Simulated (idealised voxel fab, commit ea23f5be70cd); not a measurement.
Presented below is a process module, voxel trench capacitor.
The cross-section on display is named cut; it measures 225 nm wide, and its cells are 5 nm squares.
Each cross-section below is a grid of square cells, stated as bands in top-down order, with one or more rows of cells making up each band. This entry defines a band. It first specifies the height of the band's top and the height of its bottom in nm, and then specifies the band's materials from left to right, stating each material with its width in nm. The word "edge to edge" identifies a single material that fills the band from edge to edge, while the word "empty" identifies empty space. Height 0 is the level under which the wafer as received is all one material. The lowest band goes on downwards, as in "top 0, no bottom". Per-row width for "30..40": begins at first number (top row of band), ends at second number (bottom row), increment between rows held constant. "nothing changed", as given for a step, is the statement that not any cell of the cross-section underwent a change during that step. Empty spaces counting at least 8 cells and having no open way to the top are listed in "closed voids". The notation width x height at distance is used for each, the distance being from the left edge and all three values in nm. Where a step's line continues beyond its settings, the continuation is a remark by the simulator itself on that step. The setting "overlay nm" may be written on the line of a step. When the step uses a mask, the value reports how far to the right of the planned place the mask lay, and a negative value reports that it lay to the left.

Process steps - plan
1) op RECEIVE | material Si
2) op CONFORMAL_DEP | material SiN | thk nm 10
3) op PATTERN | tone open | mask id TRENCH | material resist | width nm 25 | pitch nm 50 | thk nm 20 | overlay nm 0
4) op DIRECTIONAL_ETCH | etch materials SiN | depth nm 10
5) op DIRECTIONAL_ETCH | etch materials Si | depth nm 30
6) op STRIP | etch materials resist
7) op CONFORMAL_DEP | material Al2O3 | thk nm 5
8) op FILL_DEP | material polySi | thk nm 10
9) op CMP | height nm 10

As-received wafer cross-section (after step 1)
- top 0, no bottom: Si edge to edge
- closed voids: none

As-planned run: cross-section of the first of two wafers at end of module
- top 10, bottom 0: SiN 50 nm; Al2O3 5 nm; polySi 15 nm; Al2O3 5 nm; SiN 25 nm; Al2O3 5 nm; polySi 15 nm; Al2O3 5 nm; SiN 25 nm; Al2O3 5 nm; polySi 15 nm; Al2O3 5 nm; SiN 50 nm
- top 0, bottom -25: Si 50 nm; Al2O3 5 nm; polySi 15 nm; Al2O3 5 nm; Si 25 nm; Al2O3 5 nm; polySi 15 nm; Al2O3 5 nm; Si 25 nm; Al2O3 5 nm; polySi 15 nm; Al2O3 5 nm; Si 50 nm
- top -25, bottom -30: Si 50 nm; Al2O3 25 nm; Si 25 nm; Al2O3 25 nm; Si 25 nm; Al2O3 25 nm; Si 50 nm
- top -30, no bottom: Si edge to edge
- closed voids: none

What the second wafer looks like in cross-section once the module is done. Its start and its plan matched the first wafer's exactly; what differed was one mistake in how it was run
- top 10, bottom 0: SiN 50 nm; Al2O3 5 nm; polySi 15 nm; Al2O3 5 nm; SiN 25 nm; Al2O3 5 nm; polySi 15 nm; Al2O3 5 nm; SiN 25 nm; Al2O3 5 nm; polySi 15 nm; Al2O3 5 nm; SiN 50 nm
- top 0, bottom -55: Si 50 nm; Al2O3 5 nm; polySi 15 nm; Al2O3 5 nm; Si 25 nm; Al2O3 5 nm; polySi 15 nm; Al2O3 5 nm; Si 25 nm; Al2O3 5 nm; polySi 15 nm; Al2O3 5 nm; Si 50 nm
- top -55, bottom -60: Si 50 nm; Al2O3 25 nm; Si 25 nm; Al2O3 25 nm; Si 25 nm; Al2O3 25 nm; Si 50 nm
- top -60, no bottom: Si edge to edge
- closed voids: none
What went wrong in running the wafer? it should be noted that step 5 of the plan was executed twice
The final cell counts differ between the wafers, with the second having more or fewer of some materials than the first: 36 more of Al2O3 | 90 fewer of Si | 54 more of polySi
